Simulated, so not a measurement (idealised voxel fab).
Herein follows the process module entitled voxel self aligned contacts.
For reference, the cross-section in this document is cut, with width 250 nm and square cells of 5 nm.
We lay out every cross-section as a grid of square cells and spell it out in bands from the top down, where one band means one or more rows of cells.
Quick guide to a band line: top height, bottom height (nm) up front; then every material left to right with its width in nm. Only one material and it's marked "everywhere"? Then it fills the band edge to edge. And "empty" just means empty space.
Heights from 0 (as-received wafer is one material below). Bottom band endless downward, as "z 0 and below".
Width spec "30->40" -> top row of cells at first value, bottom row at second value, equal per-row change in between.
It should be understood that the words "stayed the same", when stated for a given step, signify that the cross-section underwent no change in any of its cells during that step.
For the entry "Voids, sealed", the listed items are empty spaces with no open way to the top whose size is 8 cells or more; each item follows the pattern width x height at distance, where distance is from the left edge and all three are in nm.
Past the settings on a step's line: simulator remark, on that step.
overlay nm: right-of-plan distance of the mask on a masked step; negative values mean left-of-plan.

THE PROCESS STEPS THAT WERE PLANNED ARE LISTED BELOW
1. RECEIVE with material Si
2. OXIDIZE with depth nm 5
3. DIRECTIONAL_DEP with material polySi, thk nm 30
4. DIRECTIONAL_DEP with material SiN, thk nm 15
5. DIRECTIONAL_DEP with material aC, thk nm 10
6. PATTERN with tone cover, mask id GATE, material resist, width nm 30, pitch nm 55, thk nm 25, overlay nm 0
7. DIRECTIONAL_ETCH with etch materials aC, depth nm 10
8. STRIP with etch materials resist
9. DIRECTIONAL_ETCH with etch materials SiN, depth nm 15
10. DIRECTIONAL_ETCH with etch materials polySi, depth nm 30
11. STRIP with etch materials aC
12. CONFORMAL_DEP with material SiN, thk nm 5
13. DIRECTIONAL_ETCH with etch materials SiN, depth nm 5
14. FILL_DEP with material SiO2, thk nm 15
15. CMP with height nm 55
16. DIRECTIONAL_DEP with material aC, thk nm 10
17. PATTERN with tone open, mask id CONTACT, material resist, width nm 35, pitch nm 55, thk nm 25, overlay nm 0
18. DIRECTIONAL_ETCH with etch materials aC, depth nm 10
19. STRIP with etch materials resist
20. DIRECTIONAL_ETCH with etch materials SiO2, depth nm 60
21. STRIP with etch materials aC
22. CONFORMAL_DEP with material TiN, thk nm 5
23. FILL_DEP with material W, thk nm 10
24. CMP with height nm 55
25. CONFORMAL_DEP with material SiCN, thk nm 5
It is noted that the wafers described herein are identical at the outset and are distinguished by the depth nm of step 2; the value stated in the plan corresponds to the first wafer.

AS RECEIVED, I.E. AFTER STEP 1: CROSS-SECTION THROUGH THE FIRST OF SEVERAL WAFERS
    z 0 and below = Si everywhere
    Voids, sealed: none

HERE'S THE FIRST OF SEVERAL WAFERS IN CROSS-SECTION, END OF THE MODULE, AFTER THE LAST STEP, STEP 25
    z 60 to 55 = SiCN everywhere
    z 55 to 45 = 80 nm SiO2, 5->15 nm TiN, 25->5 nm W, 5->15 nm TiN, 20 nm SiO2, 5->15 nm TiN, 25->5 nm W, 5->15 nm TiN, 80 nm SiO2
    z 45 to 30 = 50 nm SiO2, 40 nm SiN, 5 nm TiN, 5 nm W, 5 nm TiN, 40 nm SiN, 5 nm TiN, 5 nm W, 5 nm TiN, 40 nm SiN, 50 nm SiO2
    z 30 to 0 = 50 nm SiO2, 5 nm SiN, 30 nm polySi, 5 nm SiN, 5 nm TiN, 5 nm W, 5 nm TiN, 5 nm SiN, 30 nm polySi, 5 nm SiN, 5 nm TiN, 5 nm W, 5 nm TiN, 5 nm SiN, 30 nm polySi, 5 nm SiN, 50 nm SiO2
    z 0 to -5 = 90 nm SiO2, 15 nm TiN, 40 nm SiO2, 15 nm TiN, 90 nm SiO2
    z -5 and below = Si everywhere
    Voids, sealed: none

AT THE END OF THE MODULE, THE LAST OF SEVERAL WAFERS IN CROSS-SECTION
    z 60 to 55 = SiCN everywhere
    z 55 to 45 = 80 nm SiO2, 5->15 nm TiN, 25->5 nm W, 5->15 nm TiN, 20 nm SiO2, 5->15 nm TiN, 25->5 nm W, 5->15 nm TiN, 80 nm SiO2
    z 45 to 30 = 50 nm SiO2, 40 nm SiN, 5 nm TiN, 5 nm W, 5 nm TiN, 40 nm SiN, 5 nm TiN, 5 nm W, 5 nm TiN, 40 nm SiN, 50 nm SiO2
    z 30 to 0 = 50 nm SiO2, 5 nm SiN, 30 nm polySi, 5 nm SiN, 5 nm TiN, 5 nm W, 5 nm TiN, 5 nm SiN, 30 nm polySi, 5 nm SiN, 5 nm TiN, 5 nm W, 5 nm TiN, 5 nm SiN, 30 nm polySi, 5 nm SiN, 50 nm SiO2
    z 0 to -5 = 90 nm SiO2, 15 nm TiN, 40 nm SiO2, 15 nm TiN, 90 nm SiO2
    z -5 to -20 = SiO2 everywhere
    z -20 and below = Si everywhere
    Voids, sealed: none

WHERE EACH WAFER STANDS AT THE END OF THE MODULE, A ROW APIECE: CELLS OF EACH MATERIAL GAINED (+) OR LOST (-) SINCE IT WAS RECEIVED, THEN CLOSED VOIDS
depth nm 5, -50 Si, +50 SiCN, +108 SiN, +296 SiO2, +58 TiN, +30 W, +108 polySi, Voids, sealed: none
depth nm 10, -100 Si, +50 SiCN, +108 SiN, +346 SiO2, +58 TiN, +30 W, +108 polySi, Voids, sealed: none
depth nm 15, -150 Si, +50 SiCN, +108 SiN, +396 SiO2, +58 TiN, +30 W, +108 polySi, Voids, sealed: none
depth nm 20, -200 Si, +50 SiCN, +108 SiN, +446 SiO2, +58 TiN, +30 W, +108 polySi, Voids, sealed: none
